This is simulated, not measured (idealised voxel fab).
The following is a process module called voxel transistor to metal.
Shown is cross-section cut, with a width of 150 nm and square cells of size 5 nm.
Cross-sections here: square-cell grids, written as top-down lists of bands, a band being one or more rows of cells.
It is stipulated that each band's entry specify, in nanometres, the height of the top of the band and then that of its bottom, followed by the materials of the band in left-to-right sequence, each together with its width in nanometres. A single material marked by the word "throughout" is understood to fill the band from edge to edge; the word "air" is understood to denote empty space.
Convention: height 0 is the level below which the wafer, as received, is all one material. The lowest band does not terminate at the bottom but continues downward, represented as "0..down".
Graded width ("30..40"): value in top row of band = first number; value in bottom row = second number; row-to-row change constant.
What does "no change occurred" mean for a step? It means no cell of the cross-section changed in that step.
What "Enclosed cavities" gives you is every empty space of 8 cells or more that is cut off from the top. Each appears as width x height at distance, with the distance taken from the left edge and width, height and distance all in nm.
Note: text after step settings on the step line = simulator remark on that step.
The optional step-line setting "overlay nm" applies to steps with a mask and quantifies how far to the right of its planned location the mask lay, a negative value indicating leftward placement.

Planned step list for the process:
1: RECEIVE (material Si)
2: OXIDIZE (depth nm 5)
3: CONFORMAL_DEP (material SiN; thk nm 10)
4: MASKED_ETCH (tone cover; mask id ACTIVE; width nm 105; etch materials SiN; depth nm 10; overlay nm 0)
5: MASKED_ETCH (tone cover; mask id ACTIVE; width nm 105; etch materials SiO2; depth nm 5; overlay nm 0)
6: MASKED_ETCH (tone cover; mask id ACTIVE; width nm 105; etch materials Si; depth nm 25; overlay nm 0)
7: FILL_DEP (material SiO2; thk nm 15)
8: CMP (height nm 10)
9: SELECTIVE_ETCH (etch materials SiO2; depth nm 10)
10: STRIP (etch materials SiN)
11: SELECTIVE_ETCH (etch materials SiO2; depth nm 5)
12: OXIDIZE (depth nm 5)
13: DIRECTIONAL_DEP (material polySi; thk nm 20)
14: DIRECTIONAL_DEP (material SiCN; thk nm 10)
15: PATTERN (tone cover; mask id GATE; material resist; width nm 15; thk nm 15; overlay nm 0)
16: DIRECTIONAL_ETCH (etch materials SiCN; depth nm 20)
17: DIRECTIONAL_ETCH (etch materials polySi; depth nm 30)
18: STRIP (etch materials resist)
19: CONFORMAL_DEP (material SiO2; thk nm 5)
20: DIRECTIONAL_ETCH (etch materials SiO2; depth nm 5)
21: CONFORMAL_DEP (material SiN; thk nm 10)
22: DIRECTIONAL_ETCH (etch materials SiN; depth nm 10)
23: DIRECTIONAL_ETCH (etch materials SiO2; depth nm 5)
24: DIRECTIONAL_ETCH (etch materials Si; depth nm 5)
25: EPI (material SiGe; thk nm 5)
26: FILL_DEP (material SiO2; thk nm 5)
27: CMP (height nm 25)
28: DIRECTIONAL_DEP (material SiO2; thk nm 10)
29: DIRECTIONAL_DEP (material aC; thk nm 15)
30: PATTERN (tone open; mask id CONTACT; material resist; width nm 30; pitch nm 55; thk nm 35; overlay nm 0)
31: DIRECTIONAL_ETCH (etch materials aC; depth nm 15)
32: STRIP (etch materials resist)
33: DIRECTIONAL_ETCH (etch materials SiO2; depth nm 45)
34: STRIP (etch materials aC)
35: CONFORMAL_DEP (material TiN; thk nm 5)
36: FILL_DEP (material W; thk nm 5)
37: CMP (height nm 35)
38: DIRECTIONAL_DEP (material TiN; thk nm 5)
39: DIRECTIONAL_DEP (material Ru; thk nm 15)
40: PATTERN (tone cover; mask id METAL_1; material resist; width nm 15; pitch nm 70; thk nm 20; overlay nm 0)
41: DIRECTIONAL_ETCH (etch materials Ru; depth nm 15)
42: DIRECTIONAL_ETCH (etch materials TiN; depth nm 5)
43: STRIP (etch materials resist)
44: CONFORMAL_DEP (material SiCN; thk nm 5)
45: FILL_DEP (material lowk; thk nm 10)
46: CMP (height nm 55)
47: CONFORMAL_DEP (material SiCN; thk nm 5)
48: DIRECTIONAL_DEP (material SiO2; thk nm 35)
49: PATTERN (tone open; mask id METAL_2; material resist; width nm 15; pitch nm 70; thk nm 20; overlay nm 0)
50: DIRECTIONAL_ETCH (etch materials SiO2; depth nm 20)
51: STRIP (etch materials resist)
52: DIRECTIONAL_DEP (material aC; thk nm 10)
53: PATTERN (tone open; mask id METAL_2_HOLES; material resist; width nm 15; pitch nm 70; thk nm 30; overlay nm 0)
54: DIRECTIONAL_ETCH (etch materials aC; depth nm 10)
55: STRIP (etch materials resist)
56: DIRECTIONAL_ETCH (etch materials SiO2; depth nm 15)
57: DIRECTIONAL_ETCH (etch materials SiCN; depth nm 5)
58: STRIP (etch materials aC)
59: CONFORMAL_DEP (material TiN; thk nm 5)
60: FILL_DEP (material Cu; thk nm 5)
61: CMP (height nm 95)
62: CONFORMAL_DEP (material SiCN; thk nm 5)
The width nm used in step 15 is not the same on every wafer, whereas the starting condition is; the value printed in the plan is the first wafer's.

So this is the first of several wafers, cross-sectioned as it came to us, meaning it's at the end of step 1:
	0..down = Si throughout
	Enclosed cavities: none

Basically each wafer gets a line in the table, showing it at the end of the module: material by material, the cells it gained (+) or lost (-) since we got it, then its closed voids:
width nm 15 | +14 Cu | +18 Ru | -108 Si | +96 SiCN | +14 SiGe | +24 SiN | +352 SiO2 | +84 TiN | +34 W | +60 lowk | +12 polySi | Enclosed cavities: none
width nm 20 | +14 Cu | +18 Ru | -107 Si | +98 SiCN | +13 SiGe | +24 SiN | +346 SiO2 | +91 TiN | +27 W | +60 lowk | +16 polySi | Enclosed cavities: none
width nm 25 | +14 Cu | +18 Ru | -106 Si | +100 SiCN | +12 SiGe | +24 SiN | +340 SiO2 | +98 TiN | +20 W | +60 lowk | +20 polySi | Enclosed cavities: none
width nm 30 | +14 Cu | +18 Ru | -105 Si | +102 SiCN | +11 SiGe | +24 SiN | +341 SiO2 | +97 TiN | +14 W | +60 lowk | +24 polySi | Enclosed cavities: none
